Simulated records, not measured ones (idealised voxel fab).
Process module name: voxel self aligned vias
The cross-section shown here is cut; it is 260 nm wide and divided into square cells measuring 5 nm on a side.
The cross-sections in this document take the form of a grid made of square cells. They are written out as bands, in order from top to bottom. Each band consists of one or more rows of cells. It is stipulated that each band's entry specify, in nanometres, the height of the top of the band and then that of its bottom, followed by the materials of the band in left-to-right sequence, each together with its width in nanometres. A single material marked by the word "everywhere" is understood to fill the band from edge to edge; the word "air" is understood to denote empty space. It should be noted that heights are counted from 0, beneath which the wafer as supplied is of one material throughout, and that the lowest band possesses no lower boundary but continues downward, as written in "0 -> down". Top row gets the first number, bottom row gets the second, and each row in between changes by the same step: that is how a band width like "30 to 40" works. Where a step carries "no alterations made", the cross-section came out of it unchanged, cell for cell. Entry "closed voids" = empty spaces >= 8 cells with no open way to the top; each as width x height at distance, distance from left edge, all nm. Read whatever lies past the settings on a step's line as the simulator's own remark about the step. overlay nm: how far to the right of its planned place the mask lay on this masked step (negative: to the left).

**Planned step list for the process**
1 RECEIVE with material Si
2 CONFORMAL_DEP with material SiO2, thk nm 10
3 CONFORMAL_DEP with material SiCN, thk nm 5
4 DIRECTIONAL_DEP with material lowk, thk nm 30
5 DIRECTIONAL_DEP with material aC, thk nm 15
6 PATTERN with tone open, mask id LINES, material resist, width nm 20, pitch nm 60, thk nm 30, overlay nm 0
7 DIRECTIONAL_ETCH with etch materials aC, depth nm 15
8 STRIP with etch materials resist
9 DIRECTIONAL_ETCH with etch materials lowk, depth nm 30
10 STRIP with etch materials aC
11 CONFORMAL_DEP with material TiN, thk nm 5
12 FILL_DEP with material Ru, thk nm 5
13 CMP with height nm 45
14 SELECTIVE_ETCH with etch materials W Ru TiN, depth nm 5
15 FILL_DEP with material SiN, thk nm 5
16 CMP with height nm 45
17 DIRECTIONAL_DEP with material lowk, thk nm 20
18 MASKED_ETCH with tone open, mask id VIAS, width nm 40, pitch nm 60, etch materials lowk, depth nm 20, overlay nm 0
19 MASKED_ETCH with tone open, mask id VIAS, width nm 40, pitch nm 60, etch materials SiN, depth nm 5, overlay nm 0
20 CONFORMAL_DEP with material TiN, thk nm 5
21 FILL_DEP with material W, thk nm 5
22 CMP with height nm 65
23 CONFORMAL_DEP with material SiN, thk nm 5

**Cross-section of the incoming wafer, state after step 1**
> 0 -> down  Si everywhere
> closed voids: none

**Wafer cross-section at end of module: start and plan as shown above, one execution error**
> 70 -> 65  SiN everywhere
> 65 -> 50  80 nm lowk  5 nm TiN  30 nm W  5 nm TiN  20 nm lowk  5 nm TiN  30 nm W  5 nm TiN  80 nm lowk
> 50 -> 45  80 nm lowk  15 nm TiN  10 nm W  15 nm TiN  20 nm lowk  15 nm TiN  10 nm W  15 nm TiN  80 nm lowk
> 45 -> 40  90 nm lowk  20 nm TiN  40 nm lowk  20 nm TiN  90 nm lowk
> 40 -> 20  90 nm lowk  5 nm TiN  10 nm Ru  5 nm TiN  40 nm lowk  5 nm TiN  10 nm Ru  5 nm TiN  90 nm lowk
> 20 -> 15  90 nm lowk  20 nm TiN  40 nm lowk  20 nm TiN  90 nm lowk
> 15 -> 10  SiCN everywhere
> 10 -> 0  aC everywhere
> 0 -> down  Si everywhere
> closed voids: none
Diagnosis: contrary to plan, step 2 was performed as CONFORMAL_DEP with material aC, thk nm 10
